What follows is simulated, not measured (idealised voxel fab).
This section sets out a process module, namely voxel gate over fins.
This is section cut - it's 300 nm across, gridded in 5 nm square cells.
Cross-section format: a grid of square cells, given as bands from top to bottom; each band is one or more rows of cells. For a band, the entry starts with two heights in nm, that of the top and then that of the bottom, and carries on with the band's materials in order from left to right, each alongside its width in nm; the word "full width" beside a single material means it fills the band edge to edge, and "air" means empty space. The reference from which all heights are counted is 0, the level beneath which the as-received wafer is entirely one material; the lowest band, having no lower bound, proceeds downward and is written after the example "0 down". When a width is written as two numbers, as in "30->40", the first number is the width in the top row of cells of the band and the second is the width in its bottom row, and the width changes by the same amount from each row to the next. "remained the same" for a step: no cell of the cross-section changed in that step. For the entry "Unvented cavities", the listed items are empty spaces with no open way to the top whose size is 8 cells or more; each item follows the pattern width x height at distance, where distance is from the left edge and all three are in nm. Formally, on a step line, whatever follows the settings is a remark that the simulator itself makes on the step. When a step includes a mask, the "overlay nm" setting on its line states how far to the right of its planned place that mask lay, and negative values state how far to the left.

## The process steps that were planned are listed below
- 1: RECEIVE,material Si
- 2: CONFORMAL_DEP,material SiN,thk nm 10
- 3: PATTERN,tone cover,mask id FINS,material resist,width nm 15,pitch nm 40,thk nm 15,overlay nm 0
- 4: DIRECTIONAL_ETCH,etch materials SiN,depth nm 10
- 5: DIRECTIONAL_ETCH,etch materials Si,depth nm 35
- 6: STRIP,etch materials resist
- 7: FILL_DEP,material SiO2,thk nm 15
- 8: CMP,height nm 10
- 9: SELECTIVE_ETCH,etch materials SiO2,depth nm 25
- 10: STRIP,etch materials SiN
- 11: CONFORMAL_DEP,material HfO2,thk nm 5
- 12: CONFORMAL_DEP,material TiN,thk nm 5
- 13: FILL_DEP,material W,thk nm 15
- 14: CMP,height nm 20
- 15: CONFORMAL_DEP,material SiN,thk nm 5

## The first of the two wafers, which ran as planned

## Wafer at receipt (post step 1), cross-section
* 0 down: Si full width
* Unvented cavities: none

## After step 2: wafer cross-section
* 10 to 0: SiN full width
* All layers under 0 are left as they were.

## After step 3: wafer cross-section
* 25 to 10: air=120 | resist=15 | air=25 | resist=15 | air=125
* All layers under 10 are left as they were.

## After step 4: wafer cross-section
* 25 to 10: air=120 | resist=15 | air=25 | resist=15 | air=125
* 10 to 0: air=120 | SiN=15 | air=25 | SiN=15 | air=125
* All layers under 0 are left as they were.

## After step 5: wafer cross-section
* 25 to 10: air=120 | resist=15 | air=25 | resist=15 | air=125
* 10 to 0: air=120 | SiN=15 | air=25 | SiN=15 | air=125
* 0 to -35: air=120 | Si=15 | air=25 | Si=15 | air=125
* All layers under -35 are left as they were.

## After step 6: wafer cross-section
* 10 to 0: air=120 | SiN=15 | air=25 | SiN=15 | air=125
* All layers under 0 are left as they were.

## After step 7: wafer cross-section
* 25 to 10: SiO2 full width
* 10 to 0: SiO2=120 | SiN=15 | SiO2=25 | SiN=15 | SiO2=125
* 0 to -35: SiO2=120 | Si=15 | SiO2=25 | Si=15 | SiO2=125
* All layers under -35 are left as they were.

## After step 8: wafer cross-section
* 10 to 0: SiO2=120 | SiN=15 | SiO2=25 | SiN=15 | SiO2=125
* All layers under 0 are left as they were.

## After step 9: wafer cross-section
* 10 to 0: air=120 | SiN=15 | air=25 | SiN=15 | air=125
* 0 to -15: air=120 | Si=15 | air=25 | Si=15 | air=125
* All layers under -15 are left as they were.

## After step 10: wafer cross-section
* 0 to -15: air=120 | Si=15 | air=25 | Si=15 | air=125
* All layers under -15 are left as they were.

## After step 11: wafer cross-section
* 5 to 0: air=115 | HfO2=25 | air=15 | HfO2=25 | air=120
* 0 to -10: air=115 | HfO2=5 | Si=15 | HfO2=5 | air=15 | HfO2=5 | Si=15 | HfO2=5 | air=120
* -10 to -15: HfO2=120 | Si=15 | HfO2=25 | Si=15 | HfO2=125
* All layers under -15 are left as they were.

## After step 12: wafer cross-section
* 10 to 5: air=110 | TiN=35 | air=5 | TiN=35 | air=115
* 5 to 0: air=110 | TiN=5 | HfO2=25 | TiN=5 | air=5 | TiN=5 | HfO2=25 | TiN=5 | air=115
* 0 to -5: air=110 | TiN=5 | HfO2=5 | Si=15 | HfO2=5 | TiN=5 | air=5 | TiN=5 | HfO2=5 | Si=15 | HfO2=5 | TiN=5 | air=115
* -5 to -10: TiN=115 | HfO2=5 | Si=15 | HfO2=5 | TiN=15 | HfO2=5 | Si=15 | HfO2=5 | TiN=120
* All layers under -10 are left as they were.

## After step 13: wafer cross-section
* 25 to 10: W full width
* 10 to 5: W=110 | TiN=35 | W=5 | TiN=35 | W=115
* 5 to 0: W=110 | TiN=5 | HfO2=25 | TiN=5 | W=5 | TiN=5 | HfO2=25 | TiN=5 | W=115
* 0 to -5: W=110 | TiN=5 | HfO2=5 | Si=15 | HfO2=5 | TiN=5 | W=5 | TiN=5 | HfO2=5 | Si=15 | HfO2=5 | TiN=5 | W=115
* All layers under -5 are left as they were.

## After step 14: wafer cross-section
* 20 to 10: W full width
* All layers under 10 are left as they were.

## After step 15: wafer cross-section
* 25 to 20: SiN full width
* All layers under 20 are left as they were.

## Second wafer - shared start and plan with the first - one error in running - same as the first up to step 2 inclusive

## The second wafer cut through, at the time step 3 was supposed to be finished
* 25 to 10: resist=120 | air=15 | resist=25 | air=15 | resist=125
* All layers under 10 are left as they were.

## The second wafer cut through, at the time step 4 was supposed to be finished
* 25 to 10: resist=120 | air=15 | resist=25 | air=15 | resist=125
* 10 to 0: SiN=120 | air=15 | SiN=25 | air=15 | SiN=125
* All layers under 0 are left as they were.

## The second wafer cut through, at the time step 5 was supposed to be finished
* 25 to 10: resist=120 | air=15 | resist=25 | air=15 | resist=125
* 10 to 0: SiN=120 | air=15 | SiN=25 | air=15 | SiN=125
* 0 to -35: Si=120 | air=15 | Si=25 | air=15 | Si=125
* All layers under -35 are left as they were.

## The second wafer cut through, at the time step 6 was supposed to be finished
* 10 to 0: SiN=120 | air=15 | SiN=25 | air=15 | SiN=125
* All layers under 0 are left as they were.

## The second wafer cut through, at the time step 7 was supposed to be finished
* 25 to 10: SiO2 full width
* 10 to 0: SiN=120 | SiO2=15 | SiN=25 | SiO2=15 | SiN=125
* 0 to -35: Si=120 | SiO2=15 | Si=25 | SiO2=15 | Si=125
* All layers under -35 are left as they were.

## The second wafer cut through, at the time step 8 was supposed to be finished
* 10 to 0: SiN=120 | SiO2=15 | SiN=25 | SiO2=15 | SiN=125
* All layers under 0 are left as they were.

## The second wafer cut through, at the time step 9 was supposed to be finished
* 10 to 0: SiN=120 | air=15 | SiN=25 | air=15 | SiN=125
* 0 to -15: Si=120 | air=15 | Si=25 | air=15 | Si=125
* All layers under -15 are left as they were.

## The second wafer cut through, at the time step 10 was supposed to be finished
* 0 to -15: Si=120 | air=15 | Si=25 | air=15 | Si=125
* All layers under -15 are left as they were.

## The second wafer cut through, at the time step 11 was supposed to be finished
* 5 to 0: HfO2=125 | air=5 | HfO2=35 | air=5 | HfO2=130
* 0 to -10: Si=120 | HfO2=5 | air=5 | HfO2=5 | Si=25 | HfO2=5 | air=5 | HfO2=5 | Si=125
* -10 to -15: Si=120 | HfO2=15 | Si=25 | HfO2=15 | Si=125
* All layers under -15 are left as they were.

## The second wafer cut through, at the time step 12 was supposed to be finished
* 10 to 5: TiN full width
* 5 to 0: HfO2=125 | TiN=5 | HfO2=35 | TiN=5 | HfO2=130
* 0 to -10: Si=120 | HfO2=5 | TiN=5 | HfO2=5 | Si=25 | HfO2=5 | TiN=5 | HfO2=5 | Si=125
* All layers under -10 are left as they were.

## The second wafer cut through, at the time step 13 was supposed to be finished
* 25 to 10: W full width
* All layers under 10 are left as they were.

## The second wafer cut through, at the time step 14 was supposed to be finished
* 20 to 10: W full width
* All layers under 10 are left as they were.

## The second wafer cut through, at the time step 15 was supposed to be finished
* 25 to 20: SiN full width
* All layers under 20 are left as they were.
Plan not followed: note that step 3 departed from the planned setting and was carried out as PATTERN,tone open,mask id FINS,material resist,width nm 15,pitch nm 40,thk nm 15,overlay nm 0
The second wafer ends with more or fewer cells of some materials than the first, per final count: Si: 336 more; SiO2: 192 fewer; TiN: 6 fewer; W: 138 fewer
